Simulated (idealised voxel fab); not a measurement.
Documented hereafter: the process module known as voxel gate over fins.
The width of the displayed cross-section, cut, is 280 nm; its cells are square, with a size of 5 nm.
Cross-section spec: square-cell grid; bands listed top down; each band is one or more rows.
Band: top and bottom heights (nm) first, top before bottom; then materials from left to right, widths in nm. "all across" marks a sole material filling the band edge to edge. "empty" denotes empty space.
Heights are measured from 0, the level below which the as-received wafer is all one material; the lowest band has no bottom and continues downward, written as in "z 0 and below".
So if you see something like "30->40" for the width, read it as the top row of the band sitting at the first number and the bottom row at the second, with every row in between moving by the same amount as the last.
Basically "no alteration" means that step didn't change any cell in the cross-section.
The list in "Catalogued sealed voids" covers empty spaces of 8 cells or more that cannot reach the top through any open way, and it gives each as width x height at distance; the distance is from the left edge, and width, height and distance are in nm.
Past the settings on a step's line: simulator remark, on that step.
The setting "overlay nm" may be written on the line of a step. When the step uses a mask, the value reports how far to the right of the planned place the mask lay, and a negative value reports that it lay to the left.
Each of the pairs that make up the rest of this document says: here is the cross-section before one process step, here is the cross-section after it, drawn only down to the lowest band that changed, and here, under the pair, is the step lying between them with its settings. Different pairs may come from different runs of this module on the same starting wafer, so a pair continues from the pair above it only where its entry headed "Geometry before processing" says so.

Geometry before processing
    z 25 to 10 = aC all across
    z 10 to 0 = SiN all across
    z 0 and below = Si all across
    Catalogued sealed voids: none

Step Result
    z 55 to 25 = resist (55) | empty (15) | resist (35) | empty (15) | resist (35) | empty (15) | resist (35) | empty (15) | resist (60)
    Below 25, no change.
    Catalogued sealed voids: none
It is this step that lies between the two cross-sections above: op PATTERN | tone open | mask id FINS | material resist | width nm 15 | pitch nm 50 | thk nm 30 | overlay nm 0

Geometry before processing: taken from the pair above, after panel.

Step Result
    z 40 to 25 = resist (55) | empty (15) | resist (35) | empty (15) | resist (35) | empty (15) | resist (35) | empty (15) | resist (60)
    z 25 to 10 = aC (55) | empty (15) | aC (35) | empty (15) | aC (35) | empty (15) | aC (35) | empty (15) | aC (60)
    Below 10, no change.
    Catalogued sealed voids: none
It is this step that lies between the two cross-sections above: op DIRECTIONAL_ETCH | etch materials aC | depth nm 15

Geometry before processing: taken from the pair above, after panel.

Step Result
    z 25 to 10 = aC (55) | empty (15) | aC (35) | empty (15) | aC (35) | empty (15) | aC (35) | empty (15) | aC (60)
    Below 10, no change.
    Catalogued sealed voids: none
It is this step that lies between the two cross-sections above: op STRIP | etch materials resist

Geometry before processing: taken from the pair above, after panel.

Step Result
    z 25 to 10 = aC (55) | empty (15) | aC (35) | empty (15) | aC (35) | empty (15) | aC (35) | empty (15) | aC (60)
    z 10 to 0 = SiN (55) | empty (15) | SiN (35) | empty (15) | SiN (35) | empty (15) | SiN (35) | empty (15) | SiN (60)
    Below 0, no change.
    Catalogued sealed voids: none
It is this step that lies between the two cross-sections above: op DIRECTIONAL_ETCH | etch materials SiN | depth nm 10

Geometry before processing: taken from the pair above, after panel.

Step Result
    z 25 to 10 = aC (55) | empty (15) | aC (35) | empty (15) | aC (35) | empty (15) | aC (35) | empty (15) | aC (60)
    z 10 to 0 = SiN (55) | empty (15) | SiN (35) | empty (15) | SiN (35) | empty (15) | SiN (35) | empty (15) | SiN (60)
    z 0 to -30 = Si (55) | empty (15) | Si (35) | empty (15) | Si (35) | empty (15) | Si (35) | empty (15) | Si (60)
    Below -30, no change.
    Catalogued sealed voids: none
It is this step that lies between the two cross-sections above: op DIRECTIONAL_ETCH | etch materials Si | depth nm 30

Geometry before processing: taken from the pair above, after panel.

Step Result
    z 10 to 0 = SiN (55) | empty (15) | SiN (35) | empty (15) | SiN (35) | empty (15) | SiN (35) | empty (15) | SiN (60)
    Below 0, no change.
    Catalogued sealed voids: none
It is this step that lies between the two cross-sections above: op STRIP | etch materials aC

Geometry before processing: taken from the pair above, after panel.

Step Result
    z 10 to 0 = SiN (55) | empty (15) | SiN (35) | empty (15) | SiN (35) | empty (15) | SiN (35) | empty (15) | SiN (60)
    z 0 to -30 = Si (50) | SiO2 (5) | empty (15) | SiO2 (5) | Si (25) | SiO2 (5) | empty (15) | SiO2 (5) | Si (25) | SiO2 (5) | empty (15) | SiO2 (5) | Si (25) | SiO2 (5) | empty (15) | SiO2 (5) | Si (55)
    z -30 to -35 = Si (50) | SiO2 (25) | Si (25) | SiO2 (25) | Si (25) | SiO2 (25) | Si (25) | SiO2 (25) | Si (55)
    Below -35, no change.
    Catalogued sealed voids: none
It is this step that lies between the two cross-sections above: op OXIDIZE | depth nm 5

Geometry before processing: taken from the pair above, after panel.

Step Result
    z 25 to 10 = SiO2 all across
    z 10 to 0 = SiN (55) | SiO2 (15) | SiN (35) | SiO2 (15) | SiN (35) | SiO2 (15) | SiN (35) | SiO2 (15) | SiN (60)
    z 0 to -35 = Si (50) | SiO2 (25) | Si (25) | SiO2 (25) | Si (25) | SiO2 (25) | Si (25) | SiO2 (25) | Si (55)
    Below -35, no change.
    Catalogued sealed voids: none
It is this step that lies between the two cross-sections above: op FILL_DEP | material SiO2 | thk nm 15

Geometry before processing: taken from the pair above, after panel.

Step Result
    z 10 to 0 = SiN (55) | SiO2 (15) | SiN (35) | SiO2 (15) | SiN (35) | SiO2 (15) | SiN (35) | SiO2 (15) | SiN (60)
    Below 0, no change.
    Catalogued sealed voids: none
It is this step that lies between the two cross-sections above: op CMP | height nm 10

Geometry before processing: taken from the pair above, after panel.

Step Result
    z 15 to 10 = TiN all across
    Below 10, no change.
    Catalogued sealed voids: none
It is this step that lies between the two cross-sections above: op CONFORMAL_DEP | material TiN | thk nm 5

Geometry before processing: taken from the pair above, after panel.

Step Result
    z 20 to 15 = W all across
    Below 15, no change.
    Catalogued sealed voids: none
It is this step that lies between the two cross-sections above: op FILL_DEP | material W | thk nm 5

Geometry before processing: taken from the pair above, after panel.

Step Result
    z 10 to 0 = SiN (55) | SiO2 (15) | SiN (35) | SiO2 (15) | SiN (35) | SiO2 (15) | SiN (35) | SiO2 (15) | SiN (60)
    Below 0, no change.
    Catalogued sealed voids: none
It is this step that lies between the two cross-sections above: op CMP | height nm 10

Geometry before processing: taken from the pair above, after panel.

Step Result
    z 15 to 10 = SiO2 all across
    Below 10, no change.
    Catalogued sealed voids: none
It is this step that lies between the two cross-sections above: op FILL_DEP | material SiO2 | thk nm 5

Geometry before processing: taken from the pair above, after panel.

Step Result
    z 10 to 0 = SiN (55) | SiO2 (15) | SiN (35) | SiO2 (15) | SiN (35) | SiO2 (15) | SiN (35) | SiO2 (15) | SiN (60)
    Below 0, no change.
    Catalogued sealed voids: none
It is this step that lies between the two cross-sections above: op CMP | height nm 10

Geometry before processing: taken from the pair above, after panel.

Step Result
    z 10 to 0 = SiN (55) | empty (15) | SiN (35) | empty (15) | SiN (35) | empty (15) | SiN (35) | empty (15) | SiN (60)
    z 0 to -10 = Si (50) | empty (25) | Si (25) | empty (25) | Si (25) | empty (25) | Si (25) | empty (25) | Si (55)
    Below -10, no change.
    Catalogued sealed voids: none
It is this step that lies between the two cross-sections above: op SELECTIVE_ETCH | etch materials SiO2 | depth nm 20

Geometry before processing: taken from the pair above, after panel.

Step Result
    z 0 to -10 = Si (50) | empty (25) | Si (25) | empty (25) | Si (25) | empty (25) | Si (25) | empty (25) | Si (55)
    Below -10, no change.
    Catalogued sealed voids: none
It is this step that lies between the two cross-sections above: op STRIP | etch materials SiN

Geometry before processing: taken from the pair above, after panel.

Step Result
    z 5 to 0 = HfO2 (55) | empty (15) | HfO2 (35) | empty (15) | HfO2 (35) | empty (15) | HfO2 (35) | empty (15) | HfO2 (60)
    z 0 to -5 = Si (50) | HfO2 (5) | empty (15) | HfO2 (5) | Si (25) | HfO2 (5) | empty (15) | HfO2 (5) | Si (25) | HfO2 (5) | empty (15) | HfO2 (5) | Si (25) | HfO2 (5) | empty (15) | HfO2 (5) | Si (55)
    z -5 to -10 = Si (50) | HfO2 (25) | Si (25) | HfO2 (25) | Si (25) | HfO2 (25) | Si (25) | HfO2 (25) | Si (55)
    Below -10, no change.
    Catalogued sealed voids: none
It is this step that lies between the two cross-sections above: op CONFORMAL_DEP | material HfO2 | thk nm 5

Geometry before processing: taken from the pair above, after panel.

Step Result
    z 10 to 5 = TiN (60) | empty (5) | TiN (45) | empty (5) | TiN (45) | empty (5) | TiN (45) | empty (5) | TiN (65)
    z 5 to 0 = HfO2 (55) | TiN (5) | empty (5) | TiN (5) | HfO2 (35) | TiN (5) | empty (5) | TiN (5) | HfO2 (35) | TiN (5) | empty (5) | TiN (5) | HfO2 (35) | TiN (5) | empty (5) | TiN (5) | HfO2 (60)
    z 0 to -5 = Si (50) | HfO2 (5) | TiN (15) | HfO2 (5) | Si (25) | HfO2 (5) | TiN (15) | HfO2 (5) | Si (25) | HfO2 (5) | TiN (15) | HfO2 (5) | Si (25) | HfO2 (5) | TiN (15) | HfO2 (5) | Si (55)
    Below -5, no change.
    Catalogued sealed voids: none
It is this step that lies between the two cross-sections above: op CONFORMAL_DEP | material TiN | thk nm 5

Geometry before processing: taken from the pair above, after panel.

Step Result
    z 25 to 10 = W all across
    z 10 to 5 = TiN (60) | W (5) | TiN (45) | W (5) | TiN (45) | W (5) | TiN (45) | W (5) | TiN (65)
    z 5 to 0 = HfO2 (55) | TiN (5) | W (5) | TiN (5) | HfO2 (35) | TiN (5) | W (5) | TiN (5) | HfO2 (35) | TiN (5) | W (5) | TiN (5) | HfO2 (35) | TiN (5) | W (5) | TiN (5) | HfO2 (60)
    Below 0, no change.
    Catalogued sealed voids: none
It is this step that lies between the two cross-sections above: op FILL_DEP | material W | thk nm 15

Geometry before processing: taken from the pair above, after panel.

Step Result
    z 20 to 10 = W all across
    Below 10, no change.
    Catalogued sealed voids: none
It is this step that lies between the two cross-sections above: op CMP | height nm 20

Geometry before processing: taken from the pair above, after panel.

Step Result
    z 25 to 20 = SiN all across
    Below 20, no change.
    Catalogued sealed voids: none
It is this step that lies between the two cross-sections above: op CONFORMAL_DEP | material SiN | thk nm 5
